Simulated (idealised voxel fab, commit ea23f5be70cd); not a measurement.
The following is a process module called voxel capacitor over wiring.
The cross-section on display is named cut; it measures 250 nm wide, and its cells are 5 nm squares.
Bands, listed from the top down, are how a cross-section gets written in this document; the cross-section itself is a grid of square cells, and a band is one or more rows of them.
The band entry comprises the height of the band's top followed by the height of its bottom, expressed in nm, and subsequently the band's materials from left to right, each stated together with its width in nm. Where a single material is marked with the word "everywhere", that material fills the band from edge to edge. The word "blank" represents empty space.
For the purposes of this specification, 0 denotes the height below which the wafer in its as-received condition is composed wholly of one material, and the lowermost band, lacking a lower limit, extends downward without end, as expressed in "0 nm and below".
So if you see something like "30 to 40" for the width, read it as the top row of the band sitting at the first number and the bottom row at the second, with every row in between moving by the same amount as the last.
"no modifications", as given for a step, is the statement that not any cell of the cross-section underwent a change during that step.
Entry "Enclosed cavities" = empty spaces >= 8 cells with no open way to the top; each as width x height at distance, distance from left edge, all nm.
It should be noted that, on the line of a given step, the content following the step's settings is a remark produced by the simulator itself with respect to that step.
Steps that use a mask can have "overlay nm" on their line. It says how far the mask sat to the right of where it was meant to be. Negative means to the left.

[The following list gives the planned process steps]
1 op RECEIVE | material Si
2 op CONFORMAL_DEP | material SiO2 | thk nm 10
3 op DIRECTIONAL_DEP | material TiN | thk nm 5
4 op DIRECTIONAL_DEP | material W | thk nm 15
5 op DIRECTIONAL_DEP | material aC | thk nm 10
6 op PATTERN | tone cover | mask id METAL_1 | material resist | width nm 25 | pitch nm 90 | thk nm 25 | overlay nm 0
7 op DIRECTIONAL_ETCH | etch materials aC | depth nm 10
8 op STRIP | etch materials resist
9 op DIRECTIONAL_ETCH | etch materials W | depth nm 15
10 op DIRECTIONAL_ETCH | etch materials TiN | depth nm 5
11 op STRIP | etch materials aC
12 op CONFORMAL_DEP | material SiCN | thk nm 5
13 op FILL_DEP | material SiO2 | thk nm 5
14 op CMP | height nm 30
15 op CONFORMAL_DEP | material SiCN | thk nm 5
16 op DIRECTIONAL_DEP | material SiO2 | thk nm 15
17 op MASKED_ETCH | tone open | mask id PLUG_1 | width nm 15 | etch materials SiO2 | depth nm 15 | overlay nm 0
18 op MASKED_ETCH | tone open | mask id PLUG_1 | width nm 15 | etch materials SiCN | depth nm 5 | overlay nm 0
19 op EPI | material Ru | thk nm 10
20 op EPI | material Ru | thk nm 10
21 op DIRECTIONAL_DEP | material TiN | thk nm 10
22 op DIRECTIONAL_DEP | material SiN | thk nm 5
23 op DIRECTIONAL_DEP | material TiN | thk nm 10
24 op MASKED_ETCH | tone cover | mask id UPPER_PLATE | width nm 70 | etch materials TiN | depth nm 10 | overlay nm 0
25 op MASKED_ETCH | tone cover | mask id UPPER_PLATE | width nm 70 | etch materials SiN | depth nm 5 | overlay nm 0
26 op PATTERN | tone cover | mask id LOWER_PLATE | material resist | width nm 80 | thk nm 20 | overlay nm 0
27 op DIRECTIONAL_ETCH | etch materials TiN | depth nm 10
28 op STRIP | etch materials resist
29 op FILL_DEP | material SiO2 | thk nm 20
30 op CMP | height nm 90
31 op DIRECTIONAL_DEP | material aC | thk nm 15
32 op PATTERN | tone open | mask id PLUG_2 | material resist | width nm 15 | thk nm 30 | overlay nm 0
33 op DIRECTIONAL_ETCH | etch materials aC | depth nm 15
34 op STRIP | etch materials resist
35 op DIRECTIONAL_ETCH | etch materials SiO2 | depth nm 15
36 op STRIP | etch materials aC
37 op CONFORMAL_DEP | material TiN | thk nm 5
38 op FILL_DEP | material Ru | thk nm 5
39 op CMP | height nm 90
40 op CONFORMAL_DEP | material SiCN | thk nm 5

[Cross-section of the incoming wafer, state after step 1]
    0 nm and below = Si everywhere
    Enclosed cavities: none

[End-of-module cross-section. Starting structure and process plan as above; one mistake made in running it]
    95 nm to 90 nm = SiCN everywhere
    90 nm to 80 nm = 85 SiO2; 5 TiN; 5 Ru; 5 TiN; 150 SiO2
    80 nm to 75 nm = 85 SiO2; 15 TiN; 150 SiO2
    75 nm to 65 nm = 75 SiO2; 70 TiN; 105 SiO2
    65 nm to 60 nm = 75 SiO2; 70 SiN; 105 SiO2
    60 nm to 50 nm = 70 SiO2; 80 TiN; 100 SiO2
    50 nm to 35 nm = 75 SiO2; 15 Ru; 160 SiO2
    35 nm to 30 nm = 75 SiCN; 15 Ru; 160 SiCN
    30 nm to 25 nm = 65 SiCN; 25 TiN; 65 SiCN; 25 TiN; 70 SiCN
    25 nm to 10 nm = W everywhere
    10 nm to 0 nm = SiO2 everywhere
    0 nm and below = Si everywhere
    Enclosed cavities: none
Want to know what went wrong? mixed up steps 3 and 4 - ran each in the other's place
